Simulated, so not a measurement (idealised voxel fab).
This section sets out a process module, namely voxel transistor to metal.
Section cut is 270 nm wide and gridded with 5 nm square cells.
Each cross-section below is a grid of square cells, stated as bands in top-down order, with one or more rows of cells making up each band.
It is stipulated that each band's entry specify, in nanometres, the height of the top of the band and then that of its bottom, followed by the materials of the band in left-to-right sequence, each together with its width in nanometres. A single material marked by the word "all across" is understood to fill the band from edge to edge; the word "blank" is understood to denote empty space.
The level at which height equals 0 is the one under which the wafer, as it arrives, is entirely one material. No lower edge exists for the bottom band, which continues downward and is notated as in "0 and below".
Top row gets the first number, bottom row gets the second, and each row in between changes by the same step: that is how a band width like "30..40" works.
Key: "stayed the same" - step with no changed cell in the cross-section.
"Unvented internal voids" specifies each empty space that is not open to the top and that occupies no fewer than 8 cells, using the form width x height at distance, the distance measured from the left edge and all three quantities in nm.
Heads up: the bit after the settings on a step's line is the simulator's remark on that step.
overlay nm: where the mask lay relative to plan, measured to the right, on steps with a mask; negatives go left.
Planned step list for the process
1 RECEIVE,material Si
2 CONFORMAL_DEP,material SiO2,thk nm 5
3 CONFORMAL_DEP,material SiN,thk nm 15
4 DIRECTIONAL_DEP,material aC,thk nm 15
5 PATTERN,tone cover,mask id ACTIVE,material resist,width nm 105,pitch nm 135,thk nm 30,overlay nm 0
6 DIRECTIONAL_ETCH,etch materials aC,depth nm 15
7 STRIP,etch materials resist
8 DIRECTIONAL_ETCH,etch materials SiN,depth nm 15
9 DIRECTIONAL_ETCH,etch materials SiO2,depth nm 5
10 DIRECTIONAL_ETCH,etch materials Si,depth nm 25
11 STRIP,etch materials aC
12 OXIDIZE,depth nm 5
13 FILL_DEP,material SiO2,thk nm 5
14 CMP,height nm 20
15 SELECTIVE_ETCH,etch materials SiO2,depth nm 5
16 STRIP,etch materials SiN
17 SELECTIVE_ETCH,etch materials SiO2,depth nm 5
18 OXIDIZE,depth nm 5
19 DIRECTIONAL_DEP,material polySi,thk nm 20
20 DIRECTIONAL_DEP,material SiCN,thk nm 10
21 MASKED_ETCH,tone cover,mask id GATE,width nm 25,pitch nm 135,etch materials SiCN,depth nm 20,overlay nm 0
22 MASKED_ETCH,tone cover,mask id GATE,width nm 25,pitch nm 135,etch materials polySi,depth nm 30,overlay nm 0
23 CONFORMAL_DEP,material SiN,thk nm 5
24 DIRECTIONAL_ETCH,etch materials SiN,depth nm 5
25 DIRECTIONAL_ETCH,etch materials SiO2,depth nm 5
26 DIRECTIONAL_ETCH,etch materials Si,depth nm 10
27 EPI,material pSi,thk nm 15
28 FILL_DEP,material SiO2,thk nm 10
29 CMP,height nm 30
30 DIRECTIONAL_DEP,material SiO2,thk nm 10
31 PATTERN,tone open,mask id CONTACT,material resist,width nm 25,thk nm 20,overlay nm 0
32 DIRECTIONAL_ETCH,etch materials SiO2,depth nm 40
33 STRIP,etch materials resist
34 CONFORMAL_DEP,material TiN,thk nm 5
35 FILL_DEP,material Ru,thk nm 5
36 CMP,height nm 40
37 CONFORMAL_DEP,material SiN,thk nm 5
38 DIRECTIONAL_DEP,material lowk,thk nm 25
39 PATTERN,tone open,mask id METAL_1,material resist,width nm 15,thk nm 20,overlay nm 0
40 DIRECTIONAL_ETCH,etch materials lowk,depth nm 25
41 DIRECTIONAL_ETCH,etch materials SiN,depth nm 5
42 STRIP,etch materials resist
43 CONFORMAL_DEP,material TiN,thk nm 5
44 FILL_DEP,material Ru,thk nm 5
45 CMP,height nm 70
46 CONFORMAL_DEP,material SiCN,thk nm 5
The cross-section here shows the wafer as received, i.e. in its state after step 1
  0 and below | Si all across
  Unvented internal voids: none
Cross-section at module end, one run error; start and plan unchanged from above
  75 down to 70 | SiCN all across
  70 down to 45 | 25 of lowk | 5 of TiN | 5 of Ru | 5 of TiN | 55 of lowk | 5 of TiN | 5 of Ru | 5 of TiN | 50 of lowk | 5 of TiN | 5 of Ru | 5 of TiN | 55 of lowk | 5 of TiN | 5 of Ru | 5 of TiN | 25 of lowk
  45 down to 40 | 25 of SiN | 15 of TiN | 55 of SiN | 15 of TiN | 50 of SiN | 15 of TiN | 55 of SiN | 15 of TiN | 25 of SiN
  40 down to 30 | 25 of SiO2 | 5 of TiN | 15 of Ru | 5 of TiN | 35 of SiO2 | 5 of TiN | 15 of Ru | 5 of TiN | 50 of SiO2 | 5 of TiN | 15 of Ru | 5 of TiN | 35 of SiO2 | 5 of TiN | 15 of Ru | 5 of TiN | 25 of SiO2
  30 down to 25 | 25 of SiO2 | 25 of TiN | 5 of SiN | 25 of SiCN | 5 of SiN | 25 of TiN | 50 of SiO2 | 25 of TiN | 5 of SiN | 25 of SiCN | 5 of SiN | 25 of TiN | 25 of SiO2
  25 down to 20 | 20 of SiO2 | 30 of pSi | 5 of SiN | 25 of SiCN | 5 of SiN | 30 of pSi | 40 of SiO2 | 30 of pSi | 5 of SiN | 25 of SiCN | 5 of SiN | 30 of pSi | 20 of SiO2
  20 down to 10 | 20..10 of SiO2 | 30..40 of pSi | 5 of SiN | 25 of polySi | 5 of SiN | 30..40 of pSi | 40..20 of SiO2 | 30..40 of pSi | 5 of SiN | 25 of polySi | 5 of SiN | 30..40 of pSi | 20..10 of SiO2
  10 down to 0 | 10 of SiO2 | 5 of SiN | 35 of pSi | 5 of SiN | 25 of polySi | 5 of SiN | 35 of pSi | 5 of SiN | 20 of SiO2 | 5 of SiN | 35 of pSi | 5 of SiN | 25 of polySi | 5 of SiN | 35 of pSi | 5 of SiN | 10 of SiO2
  0 down to -5 | 15 of SiO2 | 35 of pSi | 35 of SiO2 | 35 of pSi | 30 of SiO2 | 35 of pSi | 35 of SiO2 | 35 of pSi | 15 of SiO2
  -5 down to -15 | 20 of SiO2 | 30 of pSi | 35 of Si | 30 of pSi | 40 of SiO2 | 30 of pSi | 35 of Si | 30 of pSi | 20 of SiO2
  -15 down to -30 | 20 of SiO2 | 95 of Si | 40 of SiO2 | 95 of Si | 20 of SiO2
  -30 and below | Si all across
  Unvented internal voids: none
Here's what went sideways: step 27, plan: ran twice
